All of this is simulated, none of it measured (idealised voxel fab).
Process module heading - voxel ribs on slabs
Xsec cut, 260 nm wide, square cell size 5 nm.
Bands, listed from the top down, are how a cross-section gets written in this document; the cross-section itself is a grid of square cells, and a band is one or more rows of them.
Top height, bottom height, nm. Materials left to right, width each, nm. Single material + "everywhere" = fills band edge to edge. "air" = empty.
Note: height 0 marks the level under which the wafer is uniformly one material as received. Lowest band unbounded below, written "top 0, no bottom".
Width: "30 to 40" (first number = top row, second number = bottom row, same change from row to row of cells).
A step reported as "nothing different" is a step in which no cell of the cross-section changed.
Voids not open to the top, 8 cells minimum: see "Enclosed internal cavities". Written width x height at distance; distance is from the left edge; nm.
Heads up: the bit after the settings on a step's line is the simulator's remark on that step.
What "overlay nm" on a step's line means: if the step has a mask, that mask lay this far to the right of its planned place, or, when the value is negative, to the left.

Planned step list for the process
| 1 | RECEIVE | material Si |
| 2 | DIRECTIONAL_DEP | material SiO2 | thk nm 20 |
| 3 | DIRECTIONAL_DEP | material polySi | thk nm 25 |
| 4 | MASKED_ETCH | tone cover | mask id RIB | width nm 15 | etch materials polySi | depth nm 20 | overlay nm 0 |
| 5 | PATTERN | tone cover | mask id SLAB | material resist | width nm 75 | thk nm 20 | overlay nm 0 |
| 6 | DIRECTIONAL_ETCH | etch materials polySi | depth nm 5 |
| 7 | STRIP | etch materials resist |
| 8 | FILL_DEP | material SiO2 | thk nm 25 |
| 9 | CMP | height nm 65 |
| 10 | DIRECTIONAL_DEP | material W | thk nm 5 |
| 11 | MASKED_ETCH | tone cover | mask id HEATER | width nm 25 | etch materials W | depth nm 5 | overlay nm 0 |
| 12 | CONFORMAL_DEP | material SiN | thk nm 5 |

First of two wafers - as planned

Incoming wafer, cross-sectional view, post step 1
* top 0, no bottom  Si everywhere
* Enclosed internal cavities: none

Wafer xsec, post step 2
* top 20, bottom 0  SiO2 everywhere
* Below 0 it's all the same as before, nothing changed down there.

Wafer xsec, post step 3
* top 45, bottom 20  polySi everywhere
* Below 20 it's all the same as before, nothing changed down there.

Wafer xsec, post step 4
* top 45, bottom 25  air (120), polySi (15), air (125)
* Below 25 it's all the same as before, nothing changed down there.

Wafer xsec, post step 5
* top 65, bottom 45  air (90), resist (75), air (95)
* top 45, bottom 25  air (90), resist (30), polySi (15), resist (30), air (95)
* Below 25 it's all the same as before, nothing changed down there.

Wafer xsec, post step 6
* top 65, bottom 45  air (90), resist (75), air (95)
* top 45, bottom 25  air (90), resist (30), polySi (15), resist (30), air (95)
* top 25, bottom 20  air (90), polySi (75), air (95)
* Below 20 it's all the same as before, nothing changed down there.

Wafer xsec, post step 7
* top 45, bottom 25  air (120), polySi (15), air (125)
* Below 25 it's all the same as before, nothing changed down there.

Wafer xsec, post step 8
* top 70, bottom 45  SiO2 everywhere
* top 45, bottom 25  SiO2 (120), polySi (15), SiO2 (125)
* top 25, bottom 20  SiO2 (90), polySi (75), SiO2 (95)
* Below 20 it's all the same as before, nothing changed down there.

Wafer xsec, post step 9
* top 65, bottom 45  SiO2 everywhere
* Below 45 it's all the same as before, nothing changed down there.

Wafer xsec, post step 10
* top 70, bottom 65  W everywhere
* Below 65 it's all the same as before, nothing changed down there.

Wafer xsec, post step 11
* top 70, bottom 65  air (115), W (25), air (120)
* Below 65 it's all the same as before, nothing changed down there.

Wafer xsec, post step 12
* top 75, bottom 70  air (110), SiN (35), air (115)
* top 70, bottom 65  SiN (115), W (25), SiN (120)
* Below 65 it's all the same as before, nothing changed down there.

Second wafer. Start and plan as for the first. One mistake made in running. Agrees with the first up to and including step 4

Cross-section, second wafer, at the end time the plan gives for step 5
* top 65, bottom 45  resist (90), air (75), resist (95)
* top 45, bottom 25  resist (90), air (30), polySi (15), air (30), resist (95)
* Below 25 it's all the same as before, nothing changed down there.

Cross-section, second wafer, at the end time the plan gives for step 6
* top 65, bottom 40  resist (90), air (75), resist (95)
* top 40, bottom 25  resist (90), air (30), polySi (15), air (30), resist (95)
* top 25, bottom 20  polySi (90), air (30), polySi (15), air (30), polySi (95)
* Below 20 it's all the same as before, nothing changed down there.

Cross-section, second wafer, at the end time the plan gives for step 7
* top 40, bottom 25  air (120), polySi (15), air (125)
* Below 25 it's all the same as before, nothing changed down there.

Cross-section, second wafer, at the end time the plan gives for step 8
* top 65, bottom 40  SiO2 everywhere
* top 40, bottom 25  SiO2 (120), polySi (15), SiO2 (125)
* top 25, bottom 20  polySi (90), SiO2 (30), polySi (15), SiO2 (30), polySi (95)
* Below 20 it's all the same as before, nothing changed down there.

Cross-section, second wafer, at the end time the plan gives for step 9: nothing different

Cross-section, second wafer, at the end time the plan gives for step 10
* top 70, bottom 65  W everywhere
* Below 65 it's all the same as before, nothing changed down there.

Cross-section, second wafer, at the end time the plan gives for step 11
* top 70, bottom 65  air (115), W (25), air (120)
* Below 65 it's all the same as before, nothing changed down there.

Cross-section, second wafer, at the end time the plan gives for step 12
* top 75, bottom 70  air (110), SiN (35), air (115)
* top 70, bottom 65  SiN (115), W (25), SiN (120)
* Below 65 it's all the same as before, nothing changed down there.
Short version of what went wrong: not per plan at step 5, really ran PATTERN | tone open | mask id SLAB | material resist | width nm 75 | thk nm 20 | overlay nm 0
Bottom line after processing is that, in cells, the second wafer is up or down on some materials versus the first: SiO2: 22 fewer; polySi: 22 more
